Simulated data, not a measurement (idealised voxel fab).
process module | voxel capacitor over wiring
cross-section cut | 155 nm wide | cells 5 nm
A cross-section is a grid of square cells, given in bands from the top down. A band is one or more rows of cells.
Each band's line starts with the height of the band's top and of its bottom, in nm. Then come its materials from left to right, each with its width in nm. One material with "throughout" fills the band from edge to edge. "air" is empty space.
Height 0 is the level under which the wafer as received is all one material. The lowest band goes on downwards, as in "0 down".
A width such as "30 to 40" changes by the same amount from each row of cells to the next, from the band's top row to its bottom row.
"no change" after a step means that no cell of the cross-section changed.
closed voids: empty space of 8 cells or more with no open way to the top, each as width x height at its distance from the left edge, in nm
after a step's settings: what the simulator itself notes on the step
overlay nm, on a step with a mask: how far to the right of its planned place the mask lay; to the left if negative
plan
1 op RECEIVE | material Si
2 op CONFORMAL_DEP | material SiO2 | thk nm 10
3 op CONFORMAL_DEP | material SiCN | thk nm 5
4 op DIRECTIONAL_DEP | material SiO2 | thk nm 20
5 op DIRECTIONAL_DEP | material aC | thk nm 15
6 op PATTERN | tone open | mask id METAL_1 | material resist | width nm 30 | pitch nm 90 | thk nm 35 | overlay nm 0
7 op DIRECTIONAL_ETCH | etch materials aC | depth nm 15
8 op STRIP | etch materials resist
9 op DIRECTIONAL_ETCH | etch materials SiO2 | depth nm 20
10 op DIRECTIONAL_ETCH | etch materials SiCN | depth nm 5
11 op STRIP | etch materials aC
12 op CONFORMAL_DEP | material TiN | thk nm 5
13 op FILL_DEP | material Ru | thk nm 10
14 op CMP | height nm 35
15 op CONFORMAL_DEP | material SiCN | thk nm 5
16 op DIRECTIONAL_DEP | material SiO2 | thk nm 20
17 op PATTERN | tone open | mask id PLUG_1 | material resist | width nm 15 | thk nm 20 | overlay nm 0
18 op DIRECTIONAL_ETCH | etch materials SiO2 | depth nm 20
19 op DIRECTIONAL_ETCH | etch materials SiCN | depth nm 5
20 op STRIP | etch materials resist
21 op EPI | material Ru | thk nm 10
22 op EPI | material Ru | thk nm 10
23 op EPI | material Ru | thk nm 5
24 op DIRECTIONAL_DEP | material TiN | thk nm 10
25 op DIRECTIONAL_DEP | material Al2O3 | thk nm 5
26 op DIRECTIONAL_DEP | material TiN | thk nm 10
27 op DIRECTIONAL_DEP | material aC | thk nm 15
28 op PATTERN | tone cover | mask id UPPER_PLATE | material resist | width nm 65 | thk nm 30 | overlay nm 0
29 op DIRECTIONAL_ETCH | etch materials aC | depth nm 15
30 op STRIP | etch materials resist
31 op DIRECTIONAL_ETCH | etch materials TiN | depth nm 10
32 op DIRECTIONAL_ETCH | etch materials Al2O3 | depth nm 5
33 op STRIP | etch materials aC
34 op DIRECTIONAL_DEP | material aC | thk nm 10
35 op PATTERN | tone cover | mask id LOWER_PLATE | material resist | width nm 75 | thk nm 30 | overlay nm 0
36 op DIRECTIONAL_ETCH | etch materials aC | depth nm 10
37 op STRIP | etch materials resist
38 op DIRECTIONAL_ETCH | etch materials TiN | depth nm 10
39 op STRIP | etch materials aC
40 op FILL_DEP | material SiO2 | thk nm 15
41 op CMP | height nm 95
42 op DIRECTIONAL_DEP | material aC | thk nm 15
43 op PATTERN | tone open | mask id PLUG_2 | material resist | width nm 15 | thk nm 35 | overlay nm 0
44 op DIRECTIONAL_ETCH | etch materials aC | depth nm 15
45 op STRIP | etch materials resist
46 op DIRECTIONAL_ETCH | etch materials SiO2 | depth nm 10
47 op STRIP | etch materials aC
48 op CONFORMAL_DEP | material TiN | thk nm 5
49 op FILL_DEP | material Ru | thk nm 10
50 op CMP | height nm 95
51 op CONFORMAL_DEP | material SiN | thk nm 5
first wafer, as planned
as received, after step 1
  0 down: Si throughout
  closed voids: none
after step 2
  10 to 0: SiO2 throughout
  below 0: unchanged
after step 3
  15 to 10: SiCN throughout
  below 10: unchanged
after step 4
  35 to 15: SiO2 throughout
  below 15: unchanged
after step 5
  50 to 35: aC throughout
  below 35: unchanged
after step 6
  85 to 50: resist 15 | air 30 | resist 60 | air 30 | resist 20
  below 50: unchanged
after step 7
  70 to 50: resist 15 | air 30 | resist 60 | air 30 | resist 20
  50 to 35: aC 15 | air 30 | aC 60 | air 30 | aC 20
  below 35: unchanged
after step 8
  50 to 35: aC 15 | air 30 | aC 60 | air 30 | aC 20
  below 35: unchanged
after step 9
  50 to 35: aC 15 | air 30 | aC 60 | air 30 | aC 20
  35 to 15: SiO2 15 | air 30 | SiO2 60 | air 30 | SiO2 20
  below 15: unchanged
after step 10
  50 to 35: aC 15 | air 30 | aC 60 | air 30 | aC 20
  35 to 15: SiO2 15 | air 30 | SiO2 60 | air 30 | SiO2 20
  15 to 10: SiCN 15 | air 30 | SiCN 60 | air 30 | SiCN 20
  below 10: unchanged
after step 11
  35 to 15: SiO2 15 | air 30 | SiO2 60 | air 30 | SiO2 20
  below 15: unchanged
after step 12
  40 to 35: TiN 20 | air 20 | TiN 70 | air 20 | TiN 25
  35 to 15: SiO2 15 | TiN 5 | air 20 | TiN 5 | SiO2 60 | TiN 5 | air 20 | TiN 5 | SiO2 20
  15 to 10: SiCN 15 | TiN 30 | SiCN 60 | TiN 30 | SiCN 20
  below 10: unchanged
after step 13
  50 to 40: Ru throughout
  40 to 35: TiN 20 | Ru 20 | TiN 70 | Ru 20 | TiN 25
  35 to 15: SiO2 15 | TiN 5 | Ru 20 | TiN 5 | SiO2 60 | TiN 5 | Ru 20 | TiN 5 | SiO2 20
  below 15: unchanged
after step 14
  35 to 15: SiO2 15 | TiN 5 | Ru 20 | TiN 5 | SiO2 60 | TiN 5 | Ru 20 | TiN 5 | SiO2 20
  below 15: unchanged
after step 15
  40 to 35: SiCN throughout
  below 35: unchanged
after step 16
  60 to 40: SiO2 throughout
  below 40: unchanged
after step 17
  80 to 60: resist 30 | air 15 | resist 110
  below 60: unchanged
after step 18
  80 to 60: resist 30 | air 15 | resist 110
  60 to 40: SiO2 30 | air 15 | SiO2 110
  below 40: unchanged
after step 19
  80 to 60: resist 30 | air 15 | resist 110
  60 to 40: SiO2 30 | air 15 | SiO2 110
  40 to 35: SiCN 30 | air 15 | SiCN 110
  below 35: unchanged
after step 20
  60 to 40: SiO2 30 | air 15 | SiO2 110
  below 40: unchanged
after step 21
  60 to 45: SiO2 30 | air 15 | SiO2 110
  45 to 40: SiO2 30 | Ru 15 | SiO2 110
  40 to 35: SiCN 30 | Ru 15 | SiCN 110
  below 35: unchanged
after step 22
  60 to 55: SiO2 30 | air 15 | SiO2 110
  55 to 40: SiO2 30 | Ru 15 | SiO2 110
  below 40: unchanged
after step 23
  60 to 40: SiO2 30 | Ru 15 | SiO2 110
  below 40: unchanged
after step 24
  70 to 60: TiN throughout
  below 60: unchanged
after step 25
  75 to 70: Al2O3 throughout
  below 70: unchanged
after step 26
  85 to 75: TiN throughout
  below 75: unchanged
after step 27
  100 to 85: aC throughout
  below 85: unchanged
after step 28
  130 to 100: air 30 | resist 65 | air 60
  below 100: unchanged
after step 29
  115 to 100: air 30 | resist 65 | air 60
  100 to 85: air 30 | aC 65 | air 60
  below 85: unchanged
after step 30
  100 to 85: air 30 | aC 65 | air 60
  below 85: unchanged
after step 31
  100 to 85: air 30 | aC 65 | air 60
  85 to 75: air 30 | TiN 65 | air 60
  below 75: unchanged
after step 32
  100 to 85: air 30 | aC 65 | air 60
  85 to 75: air 30 | TiN 65 | air 60
  75 to 70: air 30 | Al2O3 65 | air 60
  below 70: unchanged
after step 33
  85 to 75: air 30 | TiN 65 | air 60
  below 75: unchanged
after step 34
  95 to 85: air 30 | aC 65 | air 60
  85 to 80: air 30 | TiN 65 | air 60
  80 to 75: aC 30 | TiN 65 | aC 60
  75 to 70: aC 30 | Al2O3 65 | aC 60
  below 70: unchanged
after step 35
  125 to 95: air 25 | resist 75 | air 55
  95 to 85: air 25 | resist 5 | aC 65 | resist 5 | air 55
  85 to 80: air 25 | resist 5 | TiN 65 | resist 5 | air 55
  below 80: unchanged
after step 36
  115 to 95: air 25 | resist 75 | air 55
  95 to 85: air 25 | resist 5 | aC 65 | resist 5 | air 55
  85 to 80: air 25 | resist 5 | TiN 65 | resist 5 | air 55
  80 to 75: air 25 | aC 5 | TiN 65 | aC 5 | air 55
  75 to 70: air 25 | aC 5 | Al2O3 65 | aC 5 | air 55
  below 70: unchanged
after step 37
  95 to 85: air 30 | aC 65 | air 60
  85 to 80: air 30 | TiN 65 | air 60
  below 80: unchanged
after step 38
  95 to 85: air 30 | aC 65 | air 60
  85 to 80: air 30 | TiN 65 | air 60
  80 to 75: air 25 | aC 5 | TiN 65 | aC 5 | air 55
  75 to 70: air 25 | aC 5 | Al2O3 65 | aC 5 | air 55
  70 to 60: air 25 | TiN 75 | air 55
  below 60: unchanged
after step 39
  85 to 75: air 30 | TiN 65 | air 60
  75 to 70: air 30 | Al2O3 65 | air 60
  below 70: unchanged
after step 40
  100 to 85: SiO2 throughout
  85 to 75: SiO2 30 | TiN 65 | SiO2 60
  75 to 70: SiO2 30 | Al2O3 65 | SiO2 60
  70 to 60: SiO2 25 | TiN 75 | SiO2 55
  below 60: unchanged
after step 41
  95 to 85: SiO2 throughout
  below 85: unchanged
after step 42
  110 to 95: aC throughout
  below 95: unchanged
after step 43
  145 to 110: resist 40 | air 15 | resist 100
  below 110: unchanged
after step 44
  130 to 110: resist 40 | air 15 | resist 100
  110 to 95: aC 40 | air 15 | aC 100
  below 95: unchanged
after step 45
  110 to 95: aC 40 | air 15 | aC 100
  below 95: unchanged
after step 46
  110 to 95: aC 40 | air 15 | aC 100
  95 to 85: SiO2 40 | air 15 | SiO2 100
  below 85: unchanged
after step 47
  95 to 85: SiO2 40 | air 15 | SiO2 100
  below 85: unchanged
after step 48
  100 to 95: TiN 45 | air 5 | TiN 105
  95 to 90: SiO2 40 | TiN 5 | air 5 | TiN 5 | SiO2 100
  90 to 85: SiO2 40 | TiN 15 | SiO2 100
  below 85: unchanged
after step 49
  110 to 100: Ru throughout
  100 to 95: TiN 45 | Ru 5 | TiN 105
  95 to 90: SiO2 40 | TiN 5 | Ru 5 | TiN 5 | SiO2 100
  below 90: unchanged
after step 50
  95 to 90: SiO2 40 | TiN 5 | Ru 5 | TiN 5 | SiO2 100
  below 90: unchanged
after step 51
  100 to 95: SiN throughout
  below 95: unchanged
second wafer: like start, like plan, one mistake. Through step 48 it matches the first wafer
when step 49 should have ended
  110 to 100: Al2O3 throughout
  100 to 95: TiN 45 | Al2O3 5 | TiN 105
  95 to 90: SiO2 40 | TiN 5 | Al2O3 5 | TiN 5 | SiO2 100
  below 90: unchanged
when step 50 should have ended
  95 to 90: SiO2 40 | TiN 5 | Al2O3 5 | TiN 5 | SiO2 100
  below 90: unchanged
when step 51 should have ended
  100 to 95: SiN throughout
  below 95: unchanged
what went wrong: step 49 ran as: op FILL_DEP | material Al2O3 | thk nm 10
at the end the second wafer has, in cells: 1 more of Al2O3 | 1 fewer of Ru
